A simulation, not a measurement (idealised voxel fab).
Presented below is a process module, voxel air gaps.
275 nm wide, 5 nm square cells: that's cross-section cut.
A cross-section in this document is a grid of square cells, and it is written down as bands, the top band listed before the ones below it; a band is made up of one or more rows of cells.
Band entry format. Leading values: height of top, height of bottom, nm. Remainder: materials in left-to-right order, each with its width in nm. Special words: "everywhere" on a single material, which then fills the band edge to edge; "air", empty space.
Ref level 0: as-received wafer is one material below here. Bottom band extends down with no lower bound ("from 0 down").
A width given as "30 to 40" starts at the first number in the band's top row and ends at the second number in its bottom row, shifting by an equal amount at every step from row to row.
No cell of the cross-section changed in a step that is given as "nothing was modified".
The entry "Closed void register" lists the empty spaces that cover at least 8 cells and have no open path to the top. Each is written as width x height at distance, where the distance is measured from the left edge and all three values are in nm.
Formally, on a step line, whatever follows the settings is a remark that the simulator itself makes on the step.
overlay nm: mask right of planned place by this much (step with mask). Neg. = left.
The planned process steps are enumerated hereunder
1) RECEIVE, material Si
2) CONFORMAL_DEP, material SiO2, thk nm 10
3) CONFORMAL_DEP, material SiCN, thk nm 5
4) DIRECTIONAL_DEP, material SiO2, thk nm 35
5) MASKED_ETCH, tone open, mask id LINES, width nm 20, pitch nm 45, etch materials SiO2, depth nm 35, overlay nm 0
6) CONFORMAL_DEP, material TiN, thk nm 5
7) FILL_DEP, material Ru, thk nm 5
8) CMP, height nm 50
9) EPI, material Ru, thk nm 10
10) SELECTIVE_ETCH, etch materials SiO2, depth nm 45
11) CONFORMAL_DEP, material SiCN, thk nm 5
First of two wafers - as planned
Here's what the wafer looked like in cross-section when it arrived - that's after step 1
- from 0 down: Si everywhere
- Closed void register: none
The following cross-section depicts the wafer upon completion of step 2
- from 10 to 0: SiO2 everywhere
- Under 0: no change, same as before.
The following cross-section depicts the wafer upon completion of step 3
- from 15 to 10: SiCN everywhere
- Under 10: no change, same as before.
The following cross-section depicts the wafer upon completion of step 4
- from 50 to 15: SiO2 everywhere
- Under 15: no change, same as before.
The following cross-section depicts the wafer upon completion of step 5
- from 50 to 15: SiO2 80 nm, air 20 nm, SiO2 25 nm, air 20 nm, SiO2 25 nm, air 20 nm, SiO2 85 nm
- Under 15: no change, same as before.
The following cross-section depicts the wafer upon completion of step 6
- from 55 to 50: TiN 85 nm, air 10 nm, TiN 35 nm, air 10 nm, TiN 35 nm, air 10 nm, TiN 90 nm
- from 50 to 20: SiO2 80 nm, TiN 5 nm, air 10 nm, TiN 5 nm, SiO2 25 nm, TiN 5 nm, air 10 nm, TiN 5 nm, SiO2 25 nm, TiN 5 nm, air 10 nm, TiN 5 nm, SiO2 85 nm
- from 20 to 15: SiO2 80 nm, TiN 20 nm, SiO2 25 nm, TiN 20 nm, SiO2 25 nm, TiN 20 nm, SiO2 85 nm
- Under 15: no change, same as before.
The following cross-section depicts the wafer upon completion of step 7
- from 60 to 55: Ru everywhere
- from 55 to 50: TiN 85 nm, Ru 10 nm, TiN 35 nm, Ru 10 nm, TiN 35 nm, Ru 10 nm, TiN 90 nm
- from 50 to 20: SiO2 80 nm, TiN 5 nm, Ru 10 nm, TiN 5 nm, SiO2 25 nm, TiN 5 nm, Ru 10 nm, TiN 5 nm, SiO2 25 nm, TiN 5 nm, Ru 10 nm, TiN 5 nm, SiO2 85 nm
- Under 20: no change, same as before.
The following cross-section depicts the wafer upon completion of step 8
- from 50 to 20: SiO2 80 nm, TiN 5 nm, Ru 10 nm, TiN 5 nm, SiO2 25 nm, TiN 5 nm, Ru 10 nm, TiN 5 nm, SiO2 25 nm, TiN 5 nm, Ru 10 nm, TiN 5 nm, SiO2 85 nm
- Under 20: no change, same as before.
The following cross-section depicts the wafer upon completion of step 9
- from 60 to 50: air 70 nm, Ru 40 nm, air 5 nm, Ru 40 nm, air 5 nm, Ru 40 nm, air 75 nm
- Under 50: no change, same as before.
The following cross-section depicts the wafer upon completion of step 10
- from 60 to 50: air 70 nm, Ru 40 nm, air 5 nm, Ru 40 nm, air 5 nm, Ru 40 nm, air 75 nm
- from 50 to 20: air 80 nm, TiN 5 nm, Ru 10 nm, TiN 5 nm, air 25 nm, TiN 5 nm, Ru 10 nm, TiN 5 nm, air 25 nm, TiN 5 nm, Ru 10 nm, TiN 5 nm, air 85 nm
- from 20 to 15: air 80 nm, TiN 20 nm, air 25 nm, TiN 20 nm, air 25 nm, TiN 20 nm, air 85 nm
- Under 15: no change, same as before.
The following cross-section depicts the wafer upon completion of step 11
- from 65 to 60: air 65 nm, SiCN 140 nm, air 70 nm
- from 60 to 50: air 65 nm, SiCN 5 nm, Ru 40 nm, SiCN 5 nm, Ru 40 nm, SiCN 5 nm, Ru 40 nm, SiCN 5 nm, air 70 nm
- from 50 to 45: air 65 nm, SiCN 15 nm, TiN 5 nm, Ru 10 nm, TiN 5 nm, SiCN 25 nm, TiN 5 nm, Ru 10 nm, TiN 5 nm, SiCN 25 nm, TiN 5 nm, Ru 10 nm, TiN 5 nm, SiCN 15 nm, air 70 nm
- from 45 to 20: air 75 nm, SiCN 5 nm, TiN 5 nm, Ru 10 nm, TiN 5 nm, SiCN 5 nm, air 15 nm, SiCN 5 nm, TiN 5 nm, Ru 10 nm, TiN 5 nm, SiCN 5 nm, air 15 nm, SiCN 5 nm, TiN 5 nm, Ru 10 nm, TiN 5 nm, SiCN 5 nm, air 80 nm
- from 20 to 15: SiCN 80 nm, TiN 20 nm, SiCN 25 nm, TiN 20 nm, SiCN 25 nm, TiN 20 nm, SiCN 85 nm
- Under 15: no change, same as before.
- Closed void register: 15 x 25 at 105; 15 x 25 at 150
Now the other wafer: same start, same recipe, but we messed up one thing when running it. Up to and including step 1 it's the same as the first one
Second wafer cross-section, taken as of the time the plan sets for step 2 to be done
- from 5 to 0: SiO2 everywhere
- Under 0: no change, same as before.
Second wafer cross-section, taken as of the time the plan sets for step 3 to be done
- from 10 to 5: SiCN everywhere
- Under 5: no change, same as before.
Second wafer cross-section, taken as of the time the plan sets for step 4 to be done
- from 45 to 10: SiO2 everywhere
- Under 10: no change, same as before.
Second wafer cross-section, taken as of the time the plan sets for step 5 to be done
- from 45 to 10: SiO2 80 nm, air 20 nm, SiO2 25 nm, air 20 nm, SiO2 25 nm, air 20 nm, SiO2 85 nm
- Under 10: no change, same as before.
Second wafer cross-section, taken as of the time the plan sets for step 6 to be done
- from 50 to 45: TiN 85 nm, air 10 nm, TiN 35 nm, air 10 nm, TiN 35 nm, air 10 nm, TiN 90 nm
- from 45 to 15: SiO2 80 nm, TiN 5 nm, air 10 nm, TiN 5 nm, SiO2 25 nm, TiN 5 nm, air 10 nm, TiN 5 nm, SiO2 25 nm, TiN 5 nm, air 10 nm, TiN 5 nm, SiO2 85 nm
- from 15 to 10: SiO2 80 nm, TiN 20 nm, SiO2 25 nm, TiN 20 nm, SiO2 25 nm, TiN 20 nm, SiO2 85 nm
- Under 10: no change, same as before.
Second wafer cross-section, taken as of the time the plan sets for step 7 to be done
- from 55 to 50: Ru everywhere
- from 50 to 45: TiN 85 nm, Ru 10 nm, TiN 35 nm, Ru 10 nm, TiN 35 nm, Ru 10 nm, TiN 90 nm
- from 45 to 15: SiO2 80 nm, TiN 5 nm, Ru 10 nm, TiN 5 nm, SiO2 25 nm, TiN 5 nm, Ru 10 nm, TiN 5 nm, SiO2 25 nm, TiN 5 nm, Ru 10 nm, TiN 5 nm, SiO2 85 nm
- Under 15: no change, same as before.
Second wafer cross-section, taken as of the time the plan sets for step 8 to be done
- from 50 to 45: TiN 85 nm, Ru 10 nm, TiN 35 nm, Ru 10 nm, TiN 35 nm, Ru 10 nm, TiN 90 nm
- Under 45: no change, same as before.
Second wafer cross-section, taken as of the time the plan sets for step 9 to be done
- from 60 to 50: Ru everywhere
- Under 50: no change, same as before.
Second wafer cross-section, taken as of the time the plan sets for step 10 to be done: nothing was modified
Second wafer cross-section, taken as of the time the plan sets for step 11 to be done
- from 65 to 60: SiCN everywhere
- Under 60: no change, same as before.
The plan and the run diverged here: off-plan run, step 2, actual operation and settings CONFORMAL_DEP, material SiO2, thk nm 5
The closing comparison, in cells, has the second wafer with more or fewer of some materials than the first: Ru +68; SiCN -70; SiO2 +246; TiN +49
Long story short, the first wafer ends with 2 closed voids and the second one with 0.
